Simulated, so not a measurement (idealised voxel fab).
The name of this process module is voxel trench capacitor.
The width of the displayed cross-section, cut, is 255 nm; its cells are square, with a size of 5 nm.
If you're reading a cross-section in this doc, picture square cells in a grid; it comes to you as bands, top ones listed first down to the bottom, and a band can be one or more rows of cells.
The entry gives the band's vertical extent as a top height and a bottom height in nm, then its horizontal make-up as materials from left to right, each with a width in nm. "air" stands for empty space; a single material marked "everywhere" fills the band edge to edge.
Heights are expressed relative to 0, this being the level below which the as-received wafer comprises one material exclusively. The lowest band is unbounded in the downward direction and is denoted as in "z 0 and below".
Graded width ("30->40"): value in top row of band = first number; value in bottom row = second number; row-to-row change constant.
You'll sometimes find "no alterations made" written for a step, and that's the way of saying that nowhere in the cross-section did a cell change during that step.
This entry, "Sealed cavities", enumerates those empty regions of no fewer than 8 cells that possess no open connection to the top. Each region is reported in the form width x height at distance, the distance being taken from the left edge, with all three quantities expressed in nm.
That trailing text on a step's line, after the settings, is the simulator's own remark on the step.
If you see "overlay nm" on a step's line and that step has a mask, it's telling you how far right of where it was planned the mask ended up; a negative number means it went left instead.
The following list gives the planned process steps:
1,RECEIVE,material Si
2,CONFORMAL_DEP,material SiN,thk nm 5
3,PATTERN,tone open,mask id TRENCH,material resist,width nm 25,pitch nm 50,thk nm 20,overlay nm 0
4,DIRECTIONAL_ETCH,etch materials SiN,depth nm 5
5,DIRECTIONAL_ETCH,etch materials Si,depth nm 30
6,STRIP,etch materials resist
7,CONFORMAL_DEP,material HfO2,thk nm 5
8,CONFORMAL_DEP,material TiN,thk nm 5
9,FILL_DEP,material W,thk nm 10
10,CMP,height nm 5
Cross-section of the incoming wafer, state after step 1:
	z 0 and below: Si everywhere
	Sealed cavities: none
Final wafer profile in cross-section after the module, from the same start and plan as above, with one mistake made during processing:
	z 5 to 0: 70 nm SiN; 5 nm HfO2; 10 nm TiN; 5 nm HfO2; 30 nm SiN; 5 nm HfO2; 10 nm TiN; 5 nm HfO2; 30 nm SiN; 5 nm HfO2; 10 nm TiN; 5 nm HfO2; 65 nm SiN
	z 0 to -25: 70 nm Si; 5 nm HfO2; 10 nm TiN; 5 nm HfO2; 30 nm Si; 5 nm HfO2; 10 nm TiN; 5 nm HfO2; 30 nm Si; 5 nm HfO2; 10 nm TiN; 5 nm HfO2; 65 nm Si
	z -25 to -30: 70 nm Si; 20 nm HfO2; 30 nm Si; 20 nm HfO2; 30 nm Si; 20 nm HfO2; 65 nm Si
	z -30 and below: Si everywhere
	Sealed cavities: none
So what did we get wrong on this run? step 3 deviated from plan and actually ran as PATTERN,tone open,mask id TRENCH,material resist,width nm 20,pitch nm 50,thk nm 20,overlay nm 0
